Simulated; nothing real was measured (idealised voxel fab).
voxel lift off: a process module
In the cross-section labelled cut, the width is 165 nm and each square cell is 5 nm.
When this document writes out a cross-section, it uses a grid of square cells and lists it as bands, beginning at the top and moving down, with a band standing for one or more rows of cells.
A band entry consists of two parts. The first gives the height of the band's top and the height of its bottom, in nm. The rest lists the band's materials from left to right, each with its width in nm. A single material labelled with the word "everywhere" fills the band from edge to edge, and the word "empty" marks empty space.
Beneath 0, the wafer as received is one material, and that level is where height counting begins. The lowest band goes on downward without a bottom; it is written like "0 nm and below".
Graded width ("30..40"): value in top row of band = first number; value in bottom row = second number; row-to-row change constant.
Any step labelled "identical to before" changed none of the cells in the cross-section.
If an empty space has no open way to the top and is at least 8 cells in size, "Unvented voids" lists it, written width x height at distance, where distance is measured from the left edge and every value is in nm.
Read whatever lies past the settings on a step's line as the simulator's own remark about the step.
"overlay nm" denotes, for a step that has a mask, the displacement of the mask to the right of its planned place, with negative values corresponding to the left.

Planned process steps
1) RECEIVE: material Si
2) CONFORMAL_DEP: material SiO2, thk nm 15
3) PATTERN: tone open, mask id LINES, material resist, width nm 30, pitch nm 45, thk nm 25, overlay nm 0
4) DIRECTIONAL_DEP: material Ru, thk nm 10
5) STRIP: etch materials resist
6) CONFORMAL_DEP: material SiO2, thk nm 5
Every wafer here starts from the same state; it is the step 6 thk nm that distinguishes them, and the value the plan gives belongs to the first wafer.

Cross-section, first of several wafers, as delivered after step 1
	0 nm and below | Si everywhere
	Unvented voids: none

Note: the following table is arranged by wafer, a row apiece. Each row reports the end-of-module state: per material, cells gained (+) or cells lost (-) compared with the wafer as received; closed voids follow
thk nm 5 | +36 Ru | +144 SiO2 | Unvented voids: none
thk nm 10 | +36 Ru | +185 SiO2 | Unvented voids: none
thk nm 15 | +36 Ru | +222 SiO2 | Unvented voids: none
thk nm 20 | +36 Ru | +259 SiO2 | Unvented voids: none
thk nm 25 | +36 Ru | +294 SiO2 | Unvented voids: none
